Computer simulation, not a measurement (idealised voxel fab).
Process module, titled voxel lift off
Xsec cut, 210 nm wide, square cell size 5 nm.
Format of a cross-section: grid, square cells. Given as bands. Order: top down. Band: one or more rows of cells. Within each band entry, the heights of the top and of the bottom of the band appear first, in that order and in nm; the materials of the band then follow from left to right, each with its corresponding width in nm. The designation "throughout" on a single material indicates that it fills the band from edge to edge; the designation "air" indicates empty space. For the purposes of this specification, 0 denotes the height below which the wafer in its as-received condition is composed wholly of one material, and the lowermost band, lacking a lower limit, extends downward without end, as expressed in "0 and below". Width "30 to 40": first value at the band's top row of cells, second value at its bottom row, equal change from row to row. Where the words "nothing altered" appear for a step, the cross-section shows no cell changed by that step; every cell remained as before. "Entrapped voids" means: voids of 8 cells or more that are shut off from the top with no open way through. Written width x height at distance, distance from the left edge, in nm. Formally, on a step line, whatever follows the settings is a remark that the simulator itself makes on the step. "overlay nm" denotes, for a step that has a mask, the displacement of the mask to the right of its planned place, with negative values corresponding to the left.

PLAN
1,RECEIVE [material Si]
2,CONFORMAL_DEP [material SiO2] [thk nm 5]
3,PATTERN [tone open] [mask id LINES] [material resist] [width nm 20] [pitch nm 35] [thk nm 20] [overlay nm 0]
4,DIRECTIONAL_DEP [material Ru] [thk nm 5]
5,STRIP [etch materials resist]
6,CONFORMAL_DEP [material SiCN] [thk nm 10]

FIRST OF TWO WAFERS, WITH THE RUN CARRIED OUT AS PLANNED

STEP 1 COMPLETE: CROSS-SECTION OF THE WAFER AS RECEIVED
	0 and below: Si throughout
	Entrapped voids: none

UPON COMPLETION OF STEP 2, THE WAFER APPEARS IN CROSS-SECTION AS SHOWN
	5 down to 0: SiO2 throughout
	Below 0, no change.

UPON COMPLETION OF STEP 3, THE WAFER APPEARS IN CROSS-SECTION AS SHOWN
	25 down to 5: resist: 60 | air: 20 | resist: 15 | air: 20 | resist: 15 | air: 20 | resist: 60
	Below 5, no change.

UPON COMPLETION OF STEP 4, THE WAFER APPEARS IN CROSS-SECTION AS SHOWN
	30 down to 25: Ru: 60 | air: 20 | Ru: 15 | air: 20 | Ru: 15 | air: 20 | Ru: 60
	25 down to 10: resist: 60 | air: 20 | resist: 15 | air: 20 | resist: 15 | air: 20 | resist: 60
	10 down to 5: resist: 60 | Ru: 20 | resist: 15 | Ru: 20 | resist: 15 | Ru: 20 | resist: 60
	Below 5, no change.

UPON COMPLETION OF STEP 5, THE WAFER APPEARS IN CROSS-SECTION AS SHOWN
	10 down to 5: air: 60 | Ru: 20 | air: 15 | Ru: 20 | air: 15 | Ru: 20 | air: 60
	Below 5, no change.

UPON COMPLETION OF STEP 6, THE WAFER APPEARS IN CROSS-SECTION AS SHOWN
	20 down to 15: air: 50 | SiCN: 110 | air: 50
	15 down to 10: SiCN throughout
	10 down to 5: SiCN: 60 | Ru: 20 | SiCN: 15 | Ru: 20 | SiCN: 15 | Ru: 20 | SiCN: 60
	Below 5, no change.

SECOND WAFER. START AND PLAN AS FOR THE FIRST. ONE MISTAKE MADE IN RUNNING. AGREES WITH THE FIRST UP TO AND INCLUDING STEP 2

SECOND WAFER, CROSS-SECTION, PLANNED END OF STEP 3
	25 down to 5: resist: 65 | air: 15 | resist: 20 | air: 15 | resist: 20 | air: 15 | resist: 60
	Below 5, no change.

SECOND WAFER, CROSS-SECTION, PLANNED END OF STEP 4
	30 down to 25: Ru: 65 | air: 15 | Ru: 20 | air: 15 | Ru: 20 | air: 15 | Ru: 60
	25 down to 10: resist: 65 | air: 15 | resist: 20 | air: 15 | resist: 20 | air: 15 | resist: 60
	10 down to 5: resist: 65 | Ru: 15 | resist: 20 | Ru: 15 | resist: 20 | Ru: 15 | resist: 60
	Below 5, no change.

SECOND WAFER, CROSS-SECTION, PLANNED END OF STEP 5
	10 down to 5: air: 65 | Ru: 15 | air: 20 | Ru: 15 | air: 20 | Ru: 15 | air: 60
	Below 5, no change.

SECOND WAFER, CROSS-SECTION, PLANNED END OF STEP 6
	20 down to 15: air: 55 | SiCN: 105 | air: 50
	15 down to 10: SiCN throughout
	10 down to 5: SiCN: 65 | Ru: 15 | SiCN: 20 | Ru: 15 | SiCN: 20 | Ru: 15 | SiCN: 60
	Below 5, no change.
Deviation noted in wafer processing: step 3 was processed under conditions differing from the plan, specifically as PATTERN [tone open] [mask id LINES] [material resist] [width nm 15] [pitch nm 35] [thk nm 20] [overlay nm 0]
In the final state, the cell counts of the second wafer exceed or fall short of those of the first for the following materials: -3 Ru, +2 SiCN
